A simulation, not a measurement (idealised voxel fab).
process module | voxel self aligned contacts
In the cross-section labelled cut, the width is 230 nm and each square cell is 5 nm.
How to read a cross-section here: the picture is a grid of square cells, written as bands going from the top down, and any band can span one or more rows of cells. Basically the band line says how high the top is and how high the bottom is, in nm, and then what's in it from left to right, every material with its width in nm. Empty space shows up as "air", and if a single material carries "everywhere" it runs the full band edge to edge. Measure heights from 0. That's the level where, below it, the as-received wafer is all one material. The lowest band is bottomless and extends downward; write it as in "0 -> down". When a width is written as two numbers, as in "30 to 40", the first number is the width in the top row of cells of the band and the second is the width in its bottom row, and the width changes by the same amount from each row to the next. You'll sometimes find "no change" written for a step, and that's the way of saying that nowhere in the cross-section did a cell change during that step. "Catalogued sealed voids": empty spaces of 8 cells or more with no open way to the top, each given as width x height at distance, distance from the left edge, all in nm. Post-settings text on a step line: simulator's own remark regarding the step. "overlay nm" answers the question of how far to the right of plan the mask lay on a step that has a mask, and when it is negative the answer is to the left.

Set out below are the planned steps of the process:
- 1: RECEIVE [material Si]
- 2: OXIDIZE [depth nm 5]
- 3: DIRECTIONAL_DEP [material polySi] [thk nm 30]
- 4: DIRECTIONAL_DEP [material SiN] [thk nm 20]
- 5: DIRECTIONAL_DEP [material aC] [thk nm 15]
- 6: PATTERN [tone cover] [mask id GATE] [material resist] [width nm 25] [pitch nm 50] [thk nm 30] [overlay nm 0]
- 7: DIRECTIONAL_ETCH [etch materials aC] [depth nm 15]
- 8: STRIP [etch materials resist]
- 9: DIRECTIONAL_ETCH [etch materials SiN] [depth nm 20]
- 10: DIRECTIONAL_ETCH [etch materials polySi] [depth nm 30]
- 11: STRIP [etch materials aC]
- 12: CONFORMAL_DEP [material SiN] [thk nm 5]
- 13: DIRECTIONAL_ETCH [etch materials SiN] [depth nm 5]
- 14: FILL_DEP [material SiO2] [thk nm 20]
- 15: CMP [height nm 60]
- 16: PATTERN [tone open] [mask id CONTACT] [material resist] [width nm 35] [thk nm 15] [overlay nm 0]
- 17: DIRECTIONAL_ETCH [etch materials SiO2] [depth nm 65]
- 18: STRIP [etch materials resist]
- 19: CONFORMAL_DEP [material TiN] [thk nm 5]
- 20: FILL_DEP [material Ru] [thk nm 5]
- 21: CMP [height nm 60]
- 22: CONFORMAL_DEP [material SiCN] [thk nm 5]

Cross-section of the wafer as it came to us, i.e., already through step 1:
> 0 -> down = Si everywhere
> Catalogued sealed voids: none

Cross-sectional result after module completion. Note: starting condition and plan are unchanged from above; one processing mistake was made:
> 65 -> 60 = SiCN everywhere
> 60 -> 50 = Ru: 90 to 65  TiN: 5 to 30  SiO2: 35  TiN: 5 to 30  Ru: 95 to 70
> 50 -> 30 = Ru: 65  TiN: 5  SiN: 35  SiO2: 15  SiN: 35  TiN: 5  Ru: 70
> 30 -> 0 = Ru: 65  TiN: 5  SiN: 5  polySi: 25  SiN: 5  SiO2: 15  SiN: 5  polySi: 25  SiN: 5  TiN: 5  Ru: 70
> 0 -> -5 = TiN: 70  SiO2: 85  TiN: 75
> -5 -> down = Si everywhere
> Catalogued sealed voids: none
Processing error: it should be noted that step 16 was executed with settings other than those planned, the operation and settings actually applied being PATTERN [tone cover] [mask id CONTACT] [material resist] [width nm 35] [thk nm 15] [overlay nm 0]
